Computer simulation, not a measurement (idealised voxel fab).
process module | voxel trench capacitor
cross-section cut | 225 nm wide | cells 5 nm
A cross-section is a grid of square cells, given in bands from the top down. A band is one or more rows of cells.
Each band's line starts with the height of the band's top and of its bottom, in nm. Then come its materials from left to right, each with its width in nm. One material with "throughout" fills the band from edge to edge. "air" is empty space.
Height 0 is the level under which the wafer as received is all one material. The lowest band goes on downwards, as in "0 down".
A width such as "30 to 40" changes by the same amount from each row of cells to the next, from the band's top row to its bottom row.
"no change" after a step means that no cell of the cross-section changed.
closed voids: empty space of 8 cells or more with no open way to the top, each as width x height at its distance from the left edge, in nm
after a step's settings: what the simulator itself notes on the step
overlay nm, on a step with a mask: how far to the right of its planned place the mask lay; to the left if negative
plan
1 op RECEIVE | material Si
2 op CONFORMAL_DEP | material SiN | thk nm 5
3 op PATTERN | tone open | mask id TRENCH | material resist | width nm 30 | pitch nm 55 | thk nm 20 | overlay nm -15
4 op DIRECTIONAL_ETCH | etch materials SiN | depth nm 5
5 op DIRECTIONAL_ETCH | etch materials Si | depth nm 35
6 op STRIP | etch materials resist
7 op CONFORMAL_DEP | material Al2O3 | thk nm 5
8 op CONFORMAL_DEP | material TiN | thk nm 5
9 op FILL_DEP | material W | thk nm 5
10 op CMP | height nm 5
varied across the wafers: overlay nm of step 3. The plan shows the first wafer's value. All wafers start alike
first wafer as received, after step 1
  0 down: Si throughout
  closed voids: none
first wafer at the end, after step 10
  5 to 0: SiN 25 | Al2O3 5 | TiN 5 | W 10 | TiN 5 | Al2O3 5 | SiN 25 | Al2O3 5 | TiN 5 | W 10 | TiN 5 | Al2O3 5 | SiN 25 | Al2O3 5 | TiN 5 | W 10 | TiN 5 | Al2O3 5 | SiN 60
  0 to -25: Si 25 | Al2O3 5 | TiN 5 | W 10 | TiN 5 | Al2O3 5 | Si 25 | Al2O3 5 | TiN 5 | W 10 | TiN 5 | Al2O3 5 | Si 25 | Al2O3 5 | TiN 5 | W 10 | TiN 5 | Al2O3 5 | Si 60
  -25 to -30: Si 25 | Al2O3 5 | TiN 20 | Al2O3 5 | Si 25 | Al2O3 5 | TiN 20 | Al2O3 5 | Si 25 | Al2O3 5 | TiN 20 | Al2O3 5 | Si 60
  -30 to -35: Si 25 | Al2O3 30 | Si 25 | Al2O3 30 | Si 25 | Al2O3 30 | Si 60
  -35 down: Si throughout
  closed voids: none
last wafer at the end
  5 to 0: SiN 55 | Al2O3 5 | TiN 5 | W 10 | TiN 5 | Al2O3 5 | SiN 25 | Al2O3 5 | TiN 5 | W 10 | TiN 5 | Al2O3 5 | SiN 25 | Al2O3 5 | TiN 5 | W 10 | TiN 5 | Al2O3 5 | SiN 30
  0 to -25: Si 55 | Al2O3 5 | TiN 5 | W 10 | TiN 5 | Al2O3 5 | Si 25 | Al2O3 5 | TiN 5 | W 10 | TiN 5 | Al2O3 5 | Si 25 | Al2O3 5 | TiN 5 | W 10 | TiN 5 | Al2O3 5 | Si 30
  -25 to -30: Si 55 | Al2O3 5 | TiN 20 | Al2O3 5 | Si 25 | Al2O3 5 | TiN 20 | Al2O3 5 | Si 25 | Al2O3 5 | TiN 20 | Al2O3 5 | Si 30
  -30 to -35: Si 55 | Al2O3 30 | Si 25 | Al2O3 30 | Si 25 | Al2O3 30 | Si 30
  -35 down: Si throughout
  closed voids: none
each wafer at the end: cells of each material gained (+) or lost (-) since it was received, then its closed voids
overlay nm -15 | +60 Al2O3 | -126 Si | +27 SiN | +48 TiN | +36 W | closed voids: none
overlay nm -10 | +60 Al2O3 | -126 Si | +27 SiN | +48 TiN | +36 W | closed voids: none
overlay nm -5 | +60 Al2O3 | -126 Si | +27 SiN | +48 TiN | +36 W | closed voids: none
overlay nm 0 | +60 Al2O3 | -126 Si | +27 SiN | +48 TiN | +36 W | closed voids: none
overlay nm 5 | +60 Al2O3 | -126 Si | +27 SiN | +48 TiN | +36 W | closed voids: none
overlay nm 10 | +60 Al2O3 | -126 Si | +27 SiN | +48 TiN | +36 W | closed voids: none
overlay nm 15 | +60 Al2O3 | -126 Si | +27 SiN | +48 TiN | +36 W | closed voids: none
